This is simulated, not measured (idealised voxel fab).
The following is a process module called voxel fin reveal.
For reference, the cross-section in this document is cut, with width 265 nm and square cells of 5 nm.
When this document writes out a cross-section, it uses a grid of square cells and lists it as bands, beginning at the top and moving down, with a band standing for one or more rows of cells. Look at the band entry: it leads with the top's height and the bottom's height in nm. Then it lists the materials left to right, with a width in nm for each. The word "all across" on a single material says that material fills the band edge to edge. The word "empty" is empty space. For the purposes of this specification, 0 denotes the height below which the wafer in its as-received condition is composed wholly of one material, and the lowermost band, lacking a lower limit, extends downward without end, as expressed in "z 0 and below". The expression "30 to 40" gives the width at the extremes of the band, the first number at its top row of cells and the second at its bottom row, with the width changing by equal amounts from each row to the next in between. Where a step carries "no alteration", the cross-section came out of it unchanged, cell for cell. Empty spaces without an open route to the top, at least 8 cells in extent, make up the entry "Unvented internal voids"; each is given as width x height at distance, where the distance is measured from the left edge, and all are in nm. Where a step's line continues beyond its settings, the continuation is a remark by the simulator itself on that step. overlay nm: how far to the right of its planned place the mask lay on this masked step (negative: to the left).

[The steps planned for the process are as follows]
1 RECEIVE (material Si)
2 CONFORMAL_DEP (material SiN; thk nm 5)
3 MASKED_ETCH (tone cover; mask id FINS; width nm 15; pitch nm 35; etch materials SiN; depth nm 5; overlay nm 0)
4 MASKED_ETCH (tone cover; mask id FINS; width nm 15; pitch nm 35; etch materials Si; depth nm 30; overlay nm 0)
5 OXIDIZE (depth nm 5)
6 FILL_DEP (material SiO2; thk nm 10)
7 CMP (height nm 5)
8 SELECTIVE_ETCH (etch materials SiO2; depth nm 15)
9 STRIP (etch materials SiN)
10 CONFORMAL_DEP (material SiO2; thk nm 5)

[Cross-section of the incoming wafer, state after step 1]
z 0 and below = Si all across
Unvented internal voids: none

[Starting wafer: above. Plan: above. Run: one mistake. Cross-section after the module: below]
z 5 to 0 = empty=105; SiO2=15; empty=20; SiO2=15; empty=110
z 0 to -5 = empty=105; SiO2=5; Si=5; SiO2=5; empty=20; SiO2=5; Si=5; SiO2=5; empty=110
z -5 to -25 = SiO2=110; Si=5; SiO2=30; Si=5; SiO2=115
z -25 and below = Si all across
Unvented internal voids: none
Heads up, the wafer didn't run the way we planned it: step 4 deviated from plan and actually ran as MASKED_ETCH (tone cover; mask id FINS; width nm 15; pitch nm 35; etch materials Si; depth nm 20; overlay nm 0)
